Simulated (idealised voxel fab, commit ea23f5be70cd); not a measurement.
Process module, titled voxel quadruple lines
FYI the section here is cut, 160 nm wide, cells are 5 nm squares.
When this document writes out a cross-section, it uses a grid of square cells and lists it as bands, beginning at the top and moving down, with a band standing for one or more rows of cells.
This entry defines a band. It first specifies the height of the band's top and the height of its bottom in nm, and then specifies the band's materials from left to right, stating each material with its width in nm. The word "everywhere" identifies a single material that fills the band from edge to edge, while the word "blank" identifies empty space.
Basically, 0 is our baseline, since under it the wafer straight out of the box is all one material. The bottom band has no lower end and keeps on going down, so it looks like "0 -> down".
Per-row width for "30->40": begins at first number (top row of band), ends at second number (bottom row), increment between rows held constant.
The cross-section has no changed cell in any step marked "remains unaltered".
Basically, "Fully sealed cavities" tells you about the enclosed voids: empty spaces with no open way to the top, 8 cells or bigger, each written width x height at distance, where distance is from the left edge, all in nm.
The remark found on a step's line after its settings is issued by the simulator itself and pertains to that step.
A step line may carry the setting "overlay nm", which, for steps involving a mask, states the distance by which the mask lay to the right of its intended position; negative values denote displacement to the left.
## plan
1) RECEIVE (material Si)
2) CONFORMAL_DEP (material Al2O3; thk nm 10)
3) DIRECTIONAL_DEP (material Ru; thk nm 10)
4) DIRECTIONAL_DEP (material polySi; thk nm 20)
5) DIRECTIONAL_DEP (material aC; thk nm 25)
6) PATTERN (tone cover; mask id MANDREL; material resist; width nm 30; thk nm 30; overlay nm 0)
7) DIRECTIONAL_ETCH (etch materials aC; depth nm 25)
8) STRIP (etch materials resist)
9) CONFORMAL_DEP (material SiO2; thk nm 10)
10) DIRECTIONAL_ETCH (etch materials SiO2; depth nm 10)
11) STRIP (etch materials aC)
12) DIRECTIONAL_ETCH (etch materials polySi; depth nm 20)
13) STRIP (etch materials SiO2)
14) CONFORMAL_DEP (material SiCN; thk nm 10)
15) DIRECTIONAL_ETCH (etch materials SiCN; depth nm 10)
16) STRIP (etch materials polySi)
17) DIRECTIONAL_ETCH (etch materials Ru; depth nm 10)
18) STRIP (etch materials SiCN)
19) FILL_DEP (material lowk; thk nm 5)
20) CMP (height nm 20)
## Here's what the wafer looked like in cross-section when it arrived - that's after step 1
    0 -> down | Si everywhere
    Fully sealed cavities: none
## Final cross-section, module run with one mistake (start and plan as above)
    20 -> 10 | lowk=55 | Ru=10 | lowk=10 | Ru=10 | lowk=10 | Ru=10 | lowk=55
    10 -> 0 | Al2O3 everywhere
    0 -> down | Si everywhere
    Fully sealed cavities: none
In executing the process, a mistake was made relative to the plan: so step 6 ended up running with a different setting than we planned, it ran as PATTERN (tone open; mask id MANDREL; material resist; width nm 30; thk nm 30; overlay nm 0)
